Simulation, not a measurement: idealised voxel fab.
Title: Process Module voxel tone inversion
We display cut, a cross-section 295 nm in width whose square cells are each 5 nm.
Cross-section format: a grid of square cells, given as bands from top to bottom; each band is one or more rows of cells.
Each band's line starts with the height of the band's top and of its bottom, in nm. Then come its materials from left to right, each with its width in nm. One material with "everywhere" fills the band from edge to edge. "blank" is empty space.
Heights are expressed relative to 0, this being the level below which the as-received wafer comprises one material exclusively. The lowest band is unbounded in the downward direction and is denoted as in "0..down".
Note: "30->40" means the width goes from the first number (top row of the band) to the second number (bottom row) in equal steps per row of cells.
For the purposes of this document, the phrase "no change occurred" attached to a step denotes that no cell within the cross-section was modified by that step.
Each empty space that has no open way to the top and spans at least 8 cells appears under "Closed void register" as width x height at distance, the distance counted from the left edge, all in nm.
Past the settings on a step's line: simulator remark, on that step.
"overlay nm", when on a step's line for a step with a mask, measures how far to the right of its planned place the mask lay; a negative measure means to the left.

THE PROCESS STEPS THAT WERE PLANNED ARE LISTED BELOW
- 1: RECEIVE | material Si
- 2: CONFORMAL_DEP | material SiCN | thk nm 5
- 3: DIRECTIONAL_DEP | material aC | thk nm 25
- 4: PATTERN | tone cover | mask id POSTS | material resist | width nm 25 | pitch nm 40 | thk nm 35 | overlay nm 0
- 5: DIRECTIONAL_ETCH | etch materials aC | depth nm 25
- 6: STRIP | etch materials resist
- 7: FILL_DEP | material lowk | thk nm 5
- 8: CMP | height nm 30
- 9: STRIP | etch materials aC

WAFER AS RECEIVED: CROSS-SECTION FOLLOWING STEP 1
0..down | Si everywhere
Closed void register: none

SAME STARTING WAFER, SAME PLAN AS ABOVE, ONE MISTAKE IN THE EXECUTION; THIS IS THE CROSS-SECTION AT THE END OF THE MODULE
30..5 | blank (75) | lowk (25) | blank (15) | lowk (25) | blank (15) | lowk (25) | blank (15) | lowk (25) | blank (75)
5..0 | SiCN everywhere
0..down | Si everywhere
Closed void register: none
Which mistake was made when the wafer was run? note that step 4 departed from the planned setting and was carried out as PATTERN | tone open | mask id POSTS | material resist | width nm 25 | pitch nm 40 | thk nm 35 | overlay nm 0
